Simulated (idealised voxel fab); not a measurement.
You're looking at the process module voxel self aligned contacts.
Cross-section cut: width 235 nm, square cells of 5 nm.
A cross-section is a grid of square cells, given in bands from the top down. A band is one or more rows of cells. A band entry consists of two parts. The first gives the height of the band's top and the height of its bottom, in nm. The rest lists the band's materials from left to right, each with its width in nm. A single material labelled with the word "full width" fills the band from edge to edge, and the word "air" marks empty space. Counting heights begins at 0, where everything beneath is, in the wafer as received, one material. The lowest band has no bottom; it goes on downwards, as "z 0 and below" shows. Read "30->40" as a graded width: first number on top, second number at the bottom, same change between each pair of neighbouring rows. The designation "everything unchanged", where it is given for a processing step, indicates that no cell of the cross-section was altered in the course of that step. "Fully closed voids" means: voids of 8 cells or more that are shut off from the top with no open way through. Written width x height at distance, distance from the left edge, in nm. The remark found on a step's line after its settings is issued by the simulator itself and pertains to that step. Among the settings permitted on a step's line is "overlay nm"; applied to a step with a mask, it specifies the extent to which the mask lay to the right of its planned position, whereas a negative figure signifies a position to the left.

**Intended process steps**
| 1 | RECEIVE, material Si |
| 2 | OXIDIZE, depth nm 5 |
| 3 | DIRECTIONAL_DEP, material polySi, thk nm 20 |
| 4 | DIRECTIONAL_DEP, material SiN, thk nm 20 |
| 5 | MASKED_ETCH, tone cover, mask id GATE, width nm 30, pitch nm 70, etch materials SiN, depth nm 20, overlay nm 0 |
| 6 | MASKED_ETCH, tone cover, mask id GATE, width nm 30, pitch nm 70, etch materials polySi, depth nm 20, overlay nm 0 |
| 7 | CONFORMAL_DEP, material SiN, thk nm 10 |
| 8 | DIRECTIONAL_ETCH, etch materials SiN, depth nm 10 |
| 9 | FILL_DEP, material SiO2, thk nm 10 |
| 10 | CMP, height nm 45 |
| 11 | DIRECTIONAL_DEP, material aC, thk nm 10 |
| 12 | PATTERN, tone open, mask id CONTACT, material resist, width nm 50, thk nm 30, overlay nm 0 |
| 13 | DIRECTIONAL_ETCH, etch materials aC, depth nm 10 |
| 14 | STRIP, etch materials resist |
| 15 | DIRECTIONAL_ETCH, etch materials SiO2, depth nm 50 |
| 16 | STRIP, etch materials aC |
| 17 | CONFORMAL_DEP, material TiN, thk nm 5 |
| 18 | FILL_DEP, material Ru, thk nm 10 |
| 19 | CMP, height nm 45 |
| 20 | CONFORMAL_DEP, material SiN, thk nm 5 |

**First of two wafers - as planned**

**Cross-section of the wafer as it came to us, i.e., already through step 1**
* z 0 and below | Si full width
* Fully closed voids: none

**Once step 2 is through, the wafer looks like this in cross-section**
* z 0 to -5 | SiO2 full width
* All layers under -5 are left as they were.

**Once step 3 is through, the wafer looks like this in cross-section**
* z 20 to 0 | polySi full width
* All layers under 0 are left as they were.

**Once step 4 is through, the wafer looks like this in cross-section**
* z 40 to 20 | SiN full width
* All layers under 20 are left as they were.

**Once step 5 is through, the wafer looks like this in cross-section**
* z 40 to 20 | 65 nm air | 30 nm SiN | 40 nm air | 30 nm SiN | 70 nm air
* All layers under 20 are left as they were.

**Once step 6 is through, the wafer looks like this in cross-section**
* z 40 to 20 | 65 nm air | 30 nm SiN | 40 nm air | 30 nm SiN | 70 nm air
* z 20 to 0 | 65 nm air | 30 nm polySi | 40 nm air | 30 nm polySi | 70 nm air
* All layers under 0 are left as they were.

**Once step 7 is through, the wafer looks like this in cross-section**
* z 50 to 20 | 55 nm air | 50 nm SiN | 20 nm air | 50 nm SiN | 60 nm air
* z 20 to 10 | 55 nm air | 10 nm SiN | 30 nm polySi | 10 nm SiN | 20 nm air | 10 nm SiN | 30 nm polySi | 10 nm SiN | 60 nm air
* z 10 to 0 | 65 nm SiN | 30 nm polySi | 40 nm SiN | 30 nm polySi | 70 nm SiN
* All layers under 0 are left as they were.

**Once step 8 is through, the wafer looks like this in cross-section**
* z 40 to 20 | 55 nm air | 50 nm SiN | 20 nm air | 50 nm SiN | 60 nm air
* z 20 to 0 | 55 nm air | 10 nm SiN | 30 nm polySi | 10 nm SiN | 20 nm air | 10 nm SiN | 30 nm polySi | 10 nm SiN | 60 nm air
* All layers under 0 are left as they were.

**Once step 9 is through, the wafer looks like this in cross-section**
* z 50 to 40 | SiO2 full width
* z 40 to 20 | 55 nm SiO2 | 50 nm SiN | 20 nm SiO2 | 50 nm SiN | 60 nm SiO2
* z 20 to 0 | 55 nm SiO2 | 10 nm SiN | 30 nm polySi | 10 nm SiN | 20 nm SiO2 | 10 nm SiN | 30 nm polySi | 10 nm SiN | 60 nm SiO2
* All layers under 0 are left as they were.

**Once step 10 is through, the wafer looks like this in cross-section**
* z 45 to 40 | SiO2 full width
* All layers under 40 are left as they were.

**Once step 11 is through, the wafer looks like this in cross-section**
* z 55 to 45 | aC full width
* All layers under 45 are left as they were.

**Once step 12 is through, the wafer looks like this in cross-section**
* z 85 to 55 | 90 nm resist | 50 nm air | 95 nm resist
* All layers under 55 are left as they were.

**Once step 13 is through, the wafer looks like this in cross-section**
* z 75 to 55 | 90 nm resist | 50 nm air | 95 nm resist
* z 55 to 45 | 90 nm aC | 50 nm air | 95 nm aC
* All layers under 45 are left as they were.

**Once step 14 is through, the wafer looks like this in cross-section**
* z 55 to 45 | 90 nm aC | 50 nm air | 95 nm aC
* All layers under 45 are left as they were.

**Once step 15 is through, the wafer looks like this in cross-section**
* z 55 to 45 | 90 nm aC | 50 nm air | 95 nm aC
* z 45 to 40 | 90 nm SiO2 | 50 nm air | 95 nm SiO2
* z 40 to 20 | 55 nm SiO2 | 50 nm SiN | 20 nm air | 50 nm SiN | 60 nm SiO2
* z 20 to 0 | 55 nm SiO2 | 10 nm SiN | 30 nm polySi | 10 nm SiN | 20 nm air | 10 nm SiN | 30 nm polySi | 10 nm SiN | 60 nm SiO2
* z 0 to -5 | 105 nm SiO2 | 20 nm air | 110 nm SiO2
* All layers under -5 are left as they were.

**Once step 16 is through, the wafer looks like this in cross-section**
* z 45 to 40 | 90 nm SiO2 | 50 nm air | 95 nm SiO2
* All layers under 40 are left as they were.

**Once step 17 is through, the wafer looks like this in cross-section**
* z 50 to 45 | 95 nm TiN | 40 nm air | 100 nm TiN
* z 45 to 40 | 90 nm SiO2 | 20 nm TiN | 10 nm air | 20 nm TiN | 95 nm SiO2
* z 40 to 20 | 55 nm SiO2 | 50 nm SiN | 5 nm TiN | 10 nm air | 5 nm TiN | 50 nm SiN | 60 nm SiO2
* z 20 to 0 | 55 nm SiO2 | 10 nm SiN | 30 nm polySi | 10 nm SiN | 5 nm TiN | 10 nm air | 5 nm TiN | 10 nm SiN | 30 nm polySi | 10 nm SiN | 60 nm SiO2
* z 0 to -5 | 105 nm SiO2 | 20 nm TiN | 110 nm SiO2
* All layers under -5 are left as they were.

**Once step 18 is through, the wafer looks like this in cross-section**
* z 60 to 50 | Ru full width
* z 50 to 45 | 95 nm TiN | 40 nm Ru | 100 nm TiN
* z 45 to 40 | 90 nm SiO2 | 20 nm TiN | 10 nm Ru | 20 nm TiN | 95 nm SiO2
* z 40 to 20 | 55 nm SiO2 | 50 nm SiN | 5 nm TiN | 10 nm Ru | 5 nm TiN | 50 nm SiN | 60 nm SiO2
* z 20 to 0 | 55 nm SiO2 | 10 nm SiN | 30 nm polySi | 10 nm SiN | 5 nm TiN | 10 nm Ru | 5 nm TiN | 10 nm SiN | 30 nm polySi | 10 nm SiN | 60 nm SiO2
* All layers under 0 are left as they were.

**Once step 19 is through, the wafer looks like this in cross-section**
* z 45 to 40 | 90 nm SiO2 | 20 nm TiN | 10 nm Ru | 20 nm TiN | 95 nm SiO2
* All layers under 40 are left as they were.

**Once step 20 is through, the wafer looks like this in cross-section**
* z 50 to 45 | SiN full width
* All layers under 45 are left as they were.

**What follows concerns the second wafer, which started out like the first and was meant to follow the very same plan; one mistake crept in when it was run, but everything up to and including step 5 is the same as for the first wafer**

**Second wafer, sectioned view, at step 6's planned end time**
* z 40 to 20 | 65 nm air | 30 nm SiN | 40 nm air | 30 nm SiN | 70 nm air
* z 20 to 0 | 60 nm air | 40 nm polySi | 30 nm air | 40 nm polySi | 65 nm air
* All layers under 0 are left as they were.

**Second wafer, sectioned view, at step 7's planned end time**
* z 50 to 30 | 55 nm air | 50 nm SiN | 20 nm air | 50 nm SiN | 60 nm air
* z 30 to 20 | 50 nm air | 60 nm SiN | 10 nm air | 60 nm SiN | 55 nm air
* z 20 to 10 | 50 nm air | 10 nm SiN | 40 nm polySi | 10 nm SiN | 10 nm air | 10 nm SiN | 40 nm polySi | 10 nm SiN | 55 nm air
* z 10 to 0 | 60 nm SiN | 40 nm polySi | 30 nm SiN | 40 nm polySi | 65 nm SiN
* All layers under 0 are left as they were.

**Second wafer, sectioned view, at step 8's planned end time**
* z 40 to 20 | 55 nm air | 50 nm SiN | 20 nm air | 50 nm SiN | 60 nm air
* z 20 to 0 | 50 nm air | 10 nm SiN | 40 nm polySi | 10 nm SiN | 10 nm air | 10 nm SiN | 40 nm polySi | 10 nm SiN | 55 nm air
* All layers under 0 are left as they were.

**Second wafer, sectioned view, at step 9's planned end time**
* z 50 to 40 | SiO2 full width
* z 40 to 20 | 55 nm SiO2 | 50 nm SiN | 20 nm SiO2 | 50 nm SiN | 60 nm SiO2
* z 20 to 0 | 50 nm SiO2 | 10 nm SiN | 40 nm polySi | 10 nm SiN | 10 nm SiO2 | 10 nm SiN | 40 nm polySi | 10 nm SiN | 55 nm SiO2
* All layers under 0 are left as they were.

**Second wafer, sectioned view, at step 10's planned end time**
* z 45 to 40 | SiO2 full width
* All layers under 40 are left as they were.

**Second wafer, sectioned view, at step 11's planned end time**
* z 55 to 45 | aC full width
* All layers under 45 are left as they were.

**Second wafer, sectioned view, at step 12's planned end time**
* z 85 to 55 | 90 nm resist | 50 nm air | 95 nm resist
* All layers under 55 are left as they were.

**Second wafer, sectioned view, at step 13's planned end time**
* z 75 to 55 | 90 nm resist | 50 nm air | 95 nm resist
* z 55 to 45 | 90 nm aC | 50 nm air | 95 nm aC
* All layers under 45 are left as they were.

**Second wafer, sectioned view, at step 14's planned end time**
* z 55 to 45 | 90 nm aC | 50 nm air | 95 nm aC
* All layers under 45 are left as they were.

**Second wafer, sectioned view, at step 15's planned end time**
* z 55 to 45 | 90 nm aC | 50 nm air | 95 nm aC
* z 45 to 40 | 90 nm SiO2 | 50 nm air | 95 nm SiO2
* z 40 to 20 | 55 nm SiO2 | 50 nm SiN | 20 nm air | 50 nm SiN | 60 nm SiO2
* z 20 to 0 | 50 nm SiO2 | 10 nm SiN | 40 nm polySi | 10 nm SiN | 10 nm air | 10 nm SiN | 40 nm polySi | 10 nm SiN | 55 nm SiO2
* z 0 to -5 | 110 nm SiO2 | 10 nm air | 115 nm SiO2
* All layers under -5 are left as they were.

**Second wafer, sectioned view, at step 16's planned end time**
* z 45 to 40 | 90 nm SiO2 | 50 nm air | 95 nm SiO2
* All layers under 40 are left as they were.

**Second wafer, sectioned view, at step 17's planned end time**
* z 50 to 45 | 95 nm TiN | 40 nm air | 100 nm TiN
* z 45 to 40 | 90 nm SiO2 | 20 nm TiN | 10 nm air | 20 nm TiN | 95 nm SiO2
* z 40 to 25 | 55 nm SiO2 | 50 nm SiN | 5 nm TiN | 10 nm air | 5 nm TiN | 50 nm SiN | 60 nm SiO2
* z 25 to 20 | 55 nm SiO2 | 50 nm SiN | 20 nm TiN | 50 nm SiN | 60 nm SiO2
* z 20 to 0 | 50 nm SiO2 | 10 nm SiN | 40 nm polySi | 10 nm SiN | 10 nm TiN | 10 nm SiN | 40 nm polySi | 10 nm SiN | 55 nm SiO2
* z 0 to -5 | 110 nm SiO2 | 10 nm TiN | 115 nm SiO2
* All layers under -5 are left as they were.

**Second wafer, sectioned view, at step 18's planned end time**
* z 60 to 50 | Ru full width
* z 50 to 45 | 95 nm TiN | 40 nm Ru | 100 nm TiN
* z 45 to 40 | 90 nm SiO2 | 20 nm TiN | 10 nm Ru | 20 nm TiN | 95 nm SiO2
* z 40 to 25 | 55 nm SiO2 | 50 nm SiN | 5 nm TiN | 10 nm Ru | 5 nm TiN | 50 nm SiN | 60 nm SiO2
* All layers under 25 are left as they were.

**Second wafer, sectioned view, at step 19's planned end time**
* z 45 to 40 | 90 nm SiO2 | 20 nm TiN | 10 nm Ru | 20 nm TiN | 95 nm SiO2
* All layers under 40 are left as they were.

**Second wafer, sectioned view, at step 20's planned end time**
* z 50 to 45 | SiN full width
* All layers under 45 are left as they were.
Processing error: so step 6 ended up running with a different setting than we planned, it ran as MASKED_ETCH, tone cover, mask id GATE, width nm 40, pitch nm 70, etch materials polySi, depth nm 20, overlay nm 0
Bottom line after processing is that, in cells, the second wafer is up or down on some materials versus the first: Ru: 10 fewer, SiO2: 6 fewer, polySi: 16 more
